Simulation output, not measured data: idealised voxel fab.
The following is a process module called voxel self aligned vias.
Xsec cut, 245 nm wide, square cell size 5 nm.
Cross-section, as written here: a square-cell grid given band by band from the top down, where a band holds one or more rows of cells. Top height, bottom height, nm. Materials left to right, width each, nm. Single material + "all across" = fills band edge to edge. "empty" = empty. Heights are measured from 0, the level below which the as-received wafer is all one material; the lowest band has no bottom and continues downward, written as in "0 -> down". Top row gets the first number, bottom row gets the second, and each row in between changes by the same step: that is how a band width like "30 to 40" works. Given "nothing different" for a step, no cell of the cross-section differs between before and after that step. Look at "Trapped voids" for the closed voids: empty spaces with no open path to the top, sized 8 cells or up. Each is width x height at distance, distance from the left edge, all nm. Post-settings text on a step line: simulator's own remark regarding the step. When a step includes a mask, the "overlay nm" setting on its line states how far to the right of its planned place that mask lay, and negative values state how far to the left.
[The following list gives the planned process steps]
1 RECEIVE with material Si
2 CONFORMAL_DEP with material SiO2, thk nm 15
3 CONFORMAL_DEP with material SiCN, thk nm 5
4 DIRECTIONAL_DEP with material SiO2, thk nm 20
5 MASKED_ETCH with tone open, mask id LINES, width nm 25, pitch nm 60, etch materials SiO2, depth nm 20, overlay nm 0
6 CONFORMAL_DEP with material TiN, thk nm 5
7 FILL_DEP with material W, thk nm 10
8 CMP with height nm 40
9 SELECTIVE_ETCH with etch materials W Ru TiN, depth nm 10
10 FILL_DEP with material SiN, thk nm 5
11 CMP with height nm 40
12 DIRECTIONAL_DEP with material SiO2, thk nm 15
13 MASKED_ETCH with tone open, mask id VIAS, width nm 45, pitch nm 60, etch materials SiO2, depth nm 15, overlay nm 0
14 MASKED_ETCH with tone open, mask id VIAS, width nm 45, pitch nm 60, etch materials SiN, depth nm 10, overlay nm 0
15 CONFORMAL_DEP with material TiN, thk nm 5
16 FILL_DEP with material Cu, thk nm 10
17 CMP with height nm 55
18 CONFORMAL_DEP with material SiCN, thk nm 5
[As received (post step 1): cross-section]
> 0 -> down: Si all across
> Trapped voids: none
[Cross-sectional image of the first of two wafers at the end of the module, the run having proceeded as planned]
> 60 -> 55: SiCN all across
> 55 -> 45: SiO2: 70, then TiN: 5, then Cu: 35, then TiN: 5, then SiO2: 15, then TiN: 5, then Cu: 35, then TiN: 5, then SiO2: 70
> 45 -> 35: SiO2: 70 to 80, then TiN: 15 to 5, then Cu: 15, then TiN: 15 to 5, then SiO2: 15 to 35, then TiN: 15 to 5, then Cu: 15, then TiN: 15 to 5, then SiO2: 70 to 80
> 35 -> 30: SiO2: 80, then TiN: 25, then SiO2: 35, then TiN: 25, then SiO2: 80
> 30 -> 25: SiO2: 80, then TiN: 5, then W: 15, then TiN: 5, then SiO2: 35, then TiN: 5, then W: 15, then TiN: 5, then SiO2: 80
> 25 -> 20: SiO2: 80, then TiN: 25, then SiO2: 35, then TiN: 25, then SiO2: 80
> 20 -> 15: SiCN all across
> 15 -> 0: SiO2 all across
> 0 -> down: Si all across
> Trapped voids: none
[Same start, same plan as the first wafer - but one mistake in the run. Cross-section of the second of the two at the end of the module]
> 75 -> 70: SiCN all across
> 70 -> 60: Cu all across
> 60 -> 55: TiN: 75, then Cu: 35, then TiN: 25, then Cu: 35, then TiN: 75
> 55 -> 45: SiO2: 70, then TiN: 5, then Cu: 35, then TiN: 5, then SiO2: 15, then TiN: 5, then Cu: 35, then TiN: 5, then SiO2: 70
> 45 -> 35: SiO2: 70 to 80, then TiN: 15 to 5, then Cu: 15, then TiN: 15 to 5, then SiO2: 15 to 35, then TiN: 15 to 5, then Cu: 15, then TiN: 15 to 5, then SiO2: 70 to 80
> 35 -> 30: SiO2: 80, then TiN: 25, then SiO2: 35, then TiN: 25, then SiO2: 80
> 30 -> 25: SiO2: 80, then TiN: 5, then W: 15, then TiN: 5, then SiO2: 35, then TiN: 5, then W: 15, then TiN: 5, then SiO2: 80
> 25 -> 20: SiO2: 80, then TiN: 25, then SiO2: 35, then TiN: 25, then SiO2: 80
> 20 -> 15: SiCN all across
> 15 -> 0: SiO2 all across
> 0 -> down: Si all across
> Trapped voids: none
The plan and the run diverged here: step 17 from the plan never happened, it was just skipped
The closing comparison, in cells, has the second wafer with more or fewer of some materials than the first: Cu: 112 more; TiN: 35 more
